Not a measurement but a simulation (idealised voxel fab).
process module | voxel double patterning
cross-section cut | 235 nm wide | cells 5 nm
A cross-section is a grid of square cells, given in bands from the top down. A band is one or more rows of cells.
Each band's line starts with the height of the band's top and of its bottom, in nm. Then come its materials from left to right, each with its width in nm. One material with "throughout" fills the band from edge to edge. "air" is empty space.
Height 0 is the level under which the wafer as received is all one material. The lowest band goes on downwards, as in "0 down".
A width such as "30 to 40" changes by the same amount from each row of cells to the next, from the band's top row to its bottom row.
"no change" after a step means that no cell of the cross-section changed.
closed voids: empty space of 8 cells or more with no open way to the top, each as width x height at its distance from the left edge, in nm
after a step's settings: what the simulator itself notes on the step
overlay nm, on a step with a mask: how far to the right of its planned place the mask lay; to the left if negative
plan
1 op RECEIVE | material Si
2 op CONFORMAL_DEP | material SiO2 | thk nm 5
3 op DIRECTIONAL_DEP | material W | thk nm 15
4 op DIRECTIONAL_DEP | material SiCN | thk nm 10
5 op PATTERN | tone open | mask id FIRST | material resist | width nm 15 | pitch nm 50 | thk nm 20 | overlay nm 0
6 op DIRECTIONAL_ETCH | etch materials SiCN | depth nm 10
7 op STRIP | etch materials resist
8 op MASKED_ETCH | tone open | mask id SECOND | width nm 15 | pitch nm 50 | etch materials SiCN | depth nm 10 | overlay nm 0
9 op DIRECTIONAL_ETCH | etch materials W | depth nm 15
10 op STRIP | etch materials SiCN
as received, after step 1
  0 down: Si throughout
  closed voids: none
a wafer at the end: this start, this plan, one mistake
  25 to 10: W 60 | air 15 | W 10 | air 15 | W 10 | air 15 | W 10 | air 15 | W 10 | air 15 | W 60
  10 to 5: W throughout
  5 to 0: SiO2 throughout
  0 down: Si throughout
  closed voids: none
what went wrong: step 3 ran as: op DIRECTIONAL_DEP | material W | thk nm 20
